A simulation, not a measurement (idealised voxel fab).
The following is a process module called voxel plated lines.
Cross-sectional view cut (width: 240 nm; square cell size: 5 nm).
Think of the cross-section as a grid of square cells. We describe it in bands, top to bottom, and each band covers one or more rows of those cells.
What a band's entry tells you: where the top is and where the bottom is, as heights in nm, and after that what lies inside, material by material from left to right, each with its width in nm. Empty space is written as the word "blank", and a single material marked with the word "throughout" occupies the band from edge to edge.
Height datum 0, below which the as-received substrate wafer is one material. Lowest band open at the bottom, running downward: "0 -> down".
A width given as "30..40" starts at the first number in the band's top row and ends at the second number in its bottom row, shifting by an equal amount at every step from row to row.
When a step is marked "no modifications", none of the cells in the cross-section changed during that step.
Look at "Closed internal voids" for the closed voids: empty spaces with no open path to the top, sized 8 cells or up. Each is width x height at distance, distance from the left edge, all nm.
Read whatever lies past the settings on a step's line as the simulator's own remark about the step.
overlay nm, on a step with a mask: how far to the right of its planned place the mask lay; to the left if negative
[Planned step list for the process]
step 1: RECEIVE,material Si
step 2: CONFORMAL_DEP,material SiO2,thk nm 5
step 3: DIRECTIONAL_DEP,material TiN,thk nm 5
step 4: PATTERN,tone open,mask id LINES,material resist,width nm 30,pitch nm 45,thk nm 35,overlay nm 0
step 5: EPI,material Ru,thk nm 10
step 6: EPI,material Ru,thk nm 10
step 7: EPI,material Ru,thk nm 10
step 8: STRIP,etch materials resist
step 9: DIRECTIONAL_ETCH,etch materials TiN,depth nm 5
step 10: CONFORMAL_DEP,material SiCN,thk nm 5
[Cross-section of the incoming wafer, state after step 1]
    0 -> down: Si throughout
    Closed internal voids: none
[first wafer at the end, as planned]
    45 -> 40: blank 55; SiCN 40; blank 5; SiCN 40; blank 5; SiCN 40; blank 55
    40 -> 10: blank 55; SiCN 5; Ru 30; SiCN 5; blank 5; SiCN 5; Ru 30; SiCN 5; blank 5; SiCN 5; Ru 30; SiCN 5; blank 55
    10 -> 5: SiCN 60; TiN 30; SiCN 15; TiN 30; SiCN 15; TiN 30; SiCN 60
    5 -> 0: SiO2 throughout
    0 -> down: Si throughout
    Closed internal voids: none
[The second wafer, shown in cross-section after the module: started the same way as the first and given the same plan, yet one mistake crept into how it was run]
    15 -> 10: SiCN throughout
    10 -> 5: SiO2 throughout
    5 -> 0: TiN throughout
    0 -> down: Si throughout
    Closed internal voids: none
Where did the run depart from the plan? note: step 2 <-> step 3, run order reversed vs plan
Final cells, second wafer relative to first, materials higher or lower: Ru: 108 fewer; SiCN: 42 fewer; TiN: 30 more
